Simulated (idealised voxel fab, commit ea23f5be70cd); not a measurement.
voxel capacitor over wiring: a process module
The cross-section on display is named cut; it measures 270 nm wide, and its cells are 5 nm squares.
Bands, listed from the top down, are how a cross-section gets written in this document; the cross-section itself is a grid of square cells, and a band is one or more rows of them.
Basically the band line says how high the top is and how high the bottom is, in nm, and then what's in it from left to right, every material with its width in nm. Empty space shows up as "empty", and if a single material carries "throughout" it runs the full band edge to edge.
Counting heights begins at 0, where everything beneath is, in the wafer as received, one material. The lowest band has no bottom; it goes on downwards, as "top 0, no bottom" shows.
When a width is written as two numbers, as in "30->40", the first number is the width in the top row of cells of the band and the second is the width in its bottom row, and the width changes by the same amount from each row to the next.
A step reported as "no change" is a step in which no cell of the cross-section changed.
"Closed void entries" enumerates empty spaces isolated from the top, with no open way to it, that contain at least 8 cells, giving each as width x height at distance from the left edge, all three in nm.
Anything after a step's settings on that line? It's the simulator's own note about the step.
The "overlay nm" setting may appear on a step's line; for a step that uses a mask, it gives how far to the right of its planned position the mask lay, and a negative value indicates the left.

[These are the steps we planned for the process]
1 RECEIVE: material Si
2 CONFORMAL_DEP: material SiO2, thk nm 15
3 CONFORMAL_DEP: material SiN, thk nm 5
4 DIRECTIONAL_DEP: material lowk, thk nm 20
5 DIRECTIONAL_DEP: material aC, thk nm 10
6 PATTERN: tone open, mask id METAL_1, material resist, width nm 20, pitch nm 75, thk nm 30, overlay nm 0
7 DIRECTIONAL_ETCH: etch materials aC, depth nm 10
8 STRIP: etch materials resist
9 DIRECTIONAL_ETCH: etch materials lowk, depth nm 20
10 DIRECTIONAL_ETCH: etch materials SiN, depth nm 5
11 STRIP: etch materials aC
12 CONFORMAL_DEP: material TiN, thk nm 5
13 FILL_DEP: material W, thk nm 10
14 CMP: height nm 40
15 EPI: material Ru, thk nm 5
16 FILL_DEP: material SiCN, thk nm 5
17 DIRECTIONAL_DEP: material lowk, thk nm 20
18 DIRECTIONAL_DEP: material aC, thk nm 15
19 PATTERN: tone open, mask id PLUG_1, material resist, width nm 15, thk nm 35, overlay nm 0
20 DIRECTIONAL_ETCH: etch materials aC, depth nm 15
21 STRIP: etch materials resist
22 DIRECTIONAL_ETCH: etch materials lowk, depth nm 20
23 DIRECTIONAL_ETCH: etch materials SiCN, depth nm 5
24 STRIP: etch materials aC
25 CONFORMAL_DEP: material TiN, thk nm 5
26 FILL_DEP: material W, thk nm 10
27 CMP: height nm 70
28 DIRECTIONAL_DEP: material TiN, thk nm 10
29 DIRECTIONAL_DEP: material SiN, thk nm 5
30 DIRECTIONAL_DEP: material TiN, thk nm 5
31 MASKED_ETCH: tone cover, mask id UPPER_PLATE, width nm 60, etch materials TiN, depth nm 5, overlay nm 0
32 MASKED_ETCH: tone cover, mask id UPPER_PLATE, width nm 60, etch materials SiN, depth nm 5, overlay nm 0
33 PATTERN: tone cover, mask id LOWER_PLATE, material resist, width nm 70, thk nm 15, overlay nm 0
34 DIRECTIONAL_ETCH: etch materials TiN, depth nm 10
35 STRIP: etch materials resist
36 FILL_DEP: material SiO2, thk nm 15
37 CMP: height nm 100
38 DIRECTIONAL_DEP: material aC, thk nm 10
39 PATTERN: tone open, mask id PLUG_2, material resist, width nm 15, thk nm 30, overlay nm 0
40 DIRECTIONAL_ETCH: etch materials aC, depth nm 10
41 STRIP: etch materials resist
42 DIRECTIONAL_ETCH: etch materials SiO2, depth nm 10
43 STRIP: etch materials aC
44 CONFORMAL_DEP: material TiN, thk nm 5
45 FILL_DEP: material Ru, thk nm 10
46 CMP: height nm 100
47 CONFORMAL_DEP: material SiN, thk nm 5

[First of two wafers - as planned]

[As-received wafer cross-section (after step 1)]
- top 0, no bottom = Si throughout
- Closed void entries: none

[Once step 2 is through, the wafer looks like this in cross-section]
- top 15, bottom 0 = SiO2 throughout
- Whatever lies below 0 is exactly as it was before.

[Once step 3 is through, the wafer looks like this in cross-section]
- top 20, bottom 15 = SiN throughout
- Whatever lies below 15 is exactly as it was before.

[Once step 4 is through, the wafer looks like this in cross-section]
- top 40, bottom 20 = lowk throughout
- Whatever lies below 20 is exactly as it was before.

[Once step 5 is through, the wafer looks like this in cross-section]
- top 50, bottom 40 = aC throughout
- Whatever lies below 40 is exactly as it was before.

[Once step 6 is through, the wafer looks like this in cross-section]
- top 80, bottom 50 = resist: 85 | empty: 20 | resist: 55 | empty: 20 | resist: 90
- Whatever lies below 50 is exactly as it was before.

[Once step 7 is through, the wafer looks like this in cross-section]
- top 70, bottom 50 = resist: 85 | empty: 20 | resist: 55 | empty: 20 | resist: 90
- top 50, bottom 40 = aC: 85 | empty: 20 | aC: 55 | empty: 20 | aC: 90
- Whatever lies below 40 is exactly as it was before.

[Once step 8 is through, the wafer looks like this in cross-section]
- top 50, bottom 40 = aC: 85 | empty: 20 | aC: 55 | empty: 20 | aC: 90
- Whatever lies below 40 is exactly as it was before.

[Once step 9 is through, the wafer looks like this in cross-section]
- top 50, bottom 40 = aC: 85 | empty: 20 | aC: 55 | empty: 20 | aC: 90
- top 40, bottom 20 = lowk: 85 | empty: 20 | lowk: 55 | empty: 20 | lowk: 90
- Whatever lies below 20 is exactly as it was before.

[Once step 10 is through, the wafer looks like this in cross-section]
- top 50, bottom 40 = aC: 85 | empty: 20 | aC: 55 | empty: 20 | aC: 90
- top 40, bottom 20 = lowk: 85 | empty: 20 | lowk: 55 | empty: 20 | lowk: 90
- top 20, bottom 15 = SiN: 85 | empty: 20 | SiN: 55 | empty: 20 | SiN: 90
- Whatever lies below 15 is exactly as it was before.

[Once step 11 is through, the wafer looks like this in cross-section]
- top 40, bottom 20 = lowk: 85 | empty: 20 | lowk: 55 | empty: 20 | lowk: 90
- Whatever lies below 20 is exactly as it was before.

[Once step 12 is through, the wafer looks like this in cross-section]
- top 45, bottom 40 = TiN: 90 | empty: 10 | TiN: 65 | empty: 10 | TiN: 95
- top 40, bottom 20 = lowk: 85 | TiN: 5 | empty: 10 | TiN: 5 | lowk: 55 | TiN: 5 | empty: 10 | TiN: 5 | lowk: 90
- top 20, bottom 15 = SiN: 85 | TiN: 20 | SiN: 55 | TiN: 20 | SiN: 90
- Whatever lies below 15 is exactly as it was before.

[Once step 13 is through, the wafer looks like this in cross-section]
- top 55, bottom 45 = W throughout
- top 45, bottom 40 = TiN: 90 | W: 10 | TiN: 65 | W: 10 | TiN: 95
- top 40, bottom 20 = lowk: 85 | TiN: 5 | W: 10 | TiN: 5 | lowk: 55 | TiN: 5 | W: 10 | TiN: 5 | lowk: 90
- Whatever lies below 20 is exactly as it was before.

[Once step 14 is through, the wafer looks like this in cross-section]
- top 40, bottom 20 = lowk: 85 | TiN: 5 | W: 10 | TiN: 5 | lowk: 55 | TiN: 5 | W: 10 | TiN: 5 | lowk: 90
- Whatever lies below 20 is exactly as it was before.

[Once step 15 is through, the wafer looks like this in cross-section]
- top 45, bottom 40 = empty: 80 | Ru: 30 | empty: 45 | Ru: 30 | empty: 85
- Whatever lies below 40 is exactly as it was before.

[Once step 16 is through, the wafer looks like this in cross-section]
- top 50, bottom 45 = SiCN throughout
- top 45, bottom 40 = SiCN: 80 | Ru: 30 | SiCN: 45 | Ru: 30 | SiCN: 85
- Whatever lies below 40 is exactly as it was before.

[Once step 17 is through, the wafer looks like this in cross-section]
- top 70, bottom 50 = lowk throughout
- Whatever lies below 50 is exactly as it was before.

[Once step 18 is through, the wafer looks like this in cross-section]
- top 85, bottom 70 = aC throughout
- Whatever lies below 70 is exactly as it was before.

[Once step 19 is through, the wafer looks like this in cross-section]
- top 120, bottom 85 = resist: 90 | empty: 15 | resist: 165
- Whatever lies below 85 is exactly as it was before.

[Once step 20 is through, the wafer looks like this in cross-section]
- top 105, bottom 85 = resist: 90 | empty: 15 | resist: 165
- top 85, bottom 70 = aC: 90 | empty: 15 | aC: 165
- Whatever lies below 70 is exactly as it was before.

[Once step 21 is through, the wafer looks like this in cross-section]
- top 85, bottom 70 = aC: 90 | empty: 15 | aC: 165
- Whatever lies below 70 is exactly as it was before.

[Once step 22 is through, the wafer looks like this in cross-section]
- top 85, bottom 70 = aC: 90 | empty: 15 | aC: 165
- top 70, bottom 50 = lowk: 90 | empty: 15 | lowk: 165
- Whatever lies below 50 is exactly as it was before.

[Once step 23 is through, the wafer looks like this in cross-section]
- top 85, bottom 70 = aC: 90 | empty: 15 | aC: 165
- top 70, bottom 50 = lowk: 90 | empty: 15 | lowk: 165
- top 50, bottom 45 = SiCN: 90 | empty: 15 | SiCN: 165
- Whatever lies below 45 is exactly as it was before.

[Once step 24 is through, the wafer looks like this in cross-section]
- top 70, bottom 50 = lowk: 90 | empty: 15 | lowk: 165
- Whatever lies below 50 is exactly as it was before.

[Once step 25 is through, the wafer looks like this in cross-section]
- top 75, bottom 70 = TiN: 95 | empty: 5 | TiN: 170
- top 70, bottom 50 = lowk: 90 | TiN: 5 | empty: 5 | TiN: 5 | lowk: 165
- top 50, bottom 45 = SiCN: 90 | TiN: 15 | SiCN: 165
- Whatever lies below 45 is exactly as it was before.

[Once step 26 is through, the wafer looks like this in cross-section]
- top 85, bottom 75 = W throughout
- top 75, bottom 70 = TiN: 95 | W: 5 | TiN: 170
- top 70, bottom 50 = lowk: 90 | TiN: 5 | W: 5 | TiN: 5 | lowk: 165
- Whatever lies below 50 is exactly as it was before.

[Once step 27 is through, the wafer looks like this in cross-section]
- top 70, bottom 50 = lowk: 90 | TiN: 5 | W: 5 | TiN: 5 | lowk: 165
- Whatever lies below 50 is exactly as it was before.

[Once step 28 is through, the wafer looks like this in cross-section]
- top 80, bottom 70 = TiN throughout
- Whatever lies below 70 is exactly as it was before.

[Once step 29 is through, the wafer looks like this in cross-section]
- top 85, bottom 80 = SiN throughout
- Whatever lies below 80 is exactly as it was before.

[Once step 30 is through, the wafer looks like this in cross-section]
- top 90, bottom 85 = TiN throughout
- Whatever lies below 85 is exactly as it was before.

[Once step 31 is through, the wafer looks like this in cross-section]
- top 90, bottom 85 = empty: 90 | TiN: 60 | empty: 120
- Whatever lies below 85 is exactly as it was before.

[Once step 32 is through, the wafer looks like this in cross-section]
- top 90, bottom 85 = empty: 90 | TiN: 60 | empty: 120
- top 85, bottom 80 = empty: 90 | SiN: 60 | empty: 120
- Whatever lies below 80 is exactly as it was before.

[Once step 33 is through, the wafer looks like this in cross-section]
- top 105, bottom 90 = empty: 85 | resist: 70 | empty: 115
- top 90, bottom 85 = empty: 85 | resist: 5 | TiN: 60 | resist: 5 | empty: 115
- top 85, bottom 80 = empty: 85 | resist: 5 | SiN: 60 | resist: 5 | empty: 115
- Whatever lies below 80 is exactly as it was before.

[Once step 34 is through, the wafer looks like this in cross-section]
- top 105, bottom 90 = empty: 85 | resist: 70 | empty: 115
- top 90, bottom 85 = empty: 85 | resist: 5 | TiN: 60 | resist: 5 | empty: 115
- top 85, bottom 80 = empty: 85 | resist: 5 | SiN: 60 | resist: 5 | empty: 115
- top 80, bottom 70 = empty: 85 | TiN: 70 | empty: 115
- Whatever lies below 70 is exactly as it was before.

[Once step 35 is through, the wafer looks like this in cross-section]
- top 90, bottom 85 = empty: 90 | TiN: 60 | empty: 120
- top 85, bottom 80 = empty: 90 | SiN: 60 | empty: 120
- Whatever lies below 80 is exactly as it was before.

[Once step 36 is through, the wafer looks like this in cross-section]
- top 105, bottom 90 = SiO2 throughout
- top 90, bottom 85 = SiO2: 90 | TiN: 60 | SiO2: 120
- top 85, bottom 80 = SiO2: 90 | SiN: 60 | SiO2: 120
- top 80, bottom 70 = SiO2: 85 | TiN: 70 | SiO2: 115
- Whatever lies below 70 is exactly as it was before.

[Once step 37 is through, the wafer looks like this in cross-section]
- top 100, bottom 90 = SiO2 throughout
- Whatever lies below 90 is exactly as it was before.

[Once step 38 is through, the wafer looks like this in cross-section]
- top 110, bottom 100 = aC throughout
- Whatever lies below 100 is exactly as it was before.

[Once step 39 is through, the wafer looks like this in cross-section]
- top 140, bottom 110 = resist: 100 | empty: 15 | resist: 155
- Whatever lies below 110 is exactly as it was before.

[Once step 40 is through, the wafer looks like this in cross-section]
- top 130, bottom 110 = resist: 100 | empty: 15 | resist: 155
- top 110, bottom 100 = aC: 100 | empty: 15 | aC: 155
- Whatever lies below 100 is exactly as it was before.

[Once step 41 is through, the wafer looks like this in cross-section]
- top 110, bottom 100 = aC: 100 | empty: 15 | aC: 155
- Whatever lies below 100 is exactly as it was before.

[Once step 42 is through, the wafer looks like this in cross-section]
- top 110, bottom 100 = aC: 100 | empty: 15 | aC: 155
- top 100, bottom 90 = SiO2: 100 | empty: 15 | SiO2: 155
- Whatever lies below 90 is exactly as it was before.

[Once step 43 is through, the wafer looks like this in cross-section]
- top 100, bottom 90 = SiO2: 100 | empty: 15 | SiO2: 155
- Whatever lies below 90 is exactly as it was before.

[Once step 44 is through, the wafer looks like this in cross-section]
- top 105, bottom 100 = TiN: 105 | empty: 5 | TiN: 160
- top 100, bottom 95 = SiO2: 100 | TiN: 5 | empty: 5 | TiN: 5 | SiO2: 155
- top 95, bottom 85 = SiO2: 100->90 | TiN: 15->60 | SiO2: 155->120
- Whatever lies below 85 is exactly as it was before.

[Once step 45 is through, the wafer looks like this in cross-section]
- top 115, bottom 105 = Ru throughout
- top 105, bottom 100 = TiN: 105 | Ru: 5 | TiN: 160
- top 100, bottom 95 = SiO2: 100 | TiN: 5 | Ru: 5 | TiN: 5 | SiO2: 155
- Whatever lies below 95 is exactly as it was before.

[Once step 46 is through, the wafer looks like this in cross-section]
- top 100, bottom 95 = SiO2: 100 | TiN: 5 | Ru: 5 | TiN: 5 | SiO2: 155
- Whatever lies below 95 is exactly as it was before.

[Once step 47 is through, the wafer looks like this in cross-section]
- top 105, bottom 100 = SiN throughout
- Whatever lies below 100 is exactly as it was before.

[Here the second wafer is described. Its start and its plan were those of the first wafer. Its run contained one mistake. Up to and including step 45, it did exactly what the first wafer did]

Cross-section of the second wafer when, according to plan, step 46 should have finished: no change

[Cross-section of the second wafer when, according to plan, step 47 should have finished]
- top 120, bottom 115 = SiN throughout
- Whatever lies below 115 is exactly as it was before.
Processing error: skipped: plan step 46 (never run)
Final comparison by cell count, materials where the second wafer has more or fewer than the first: 109 more of Ru; 53 more of TiN
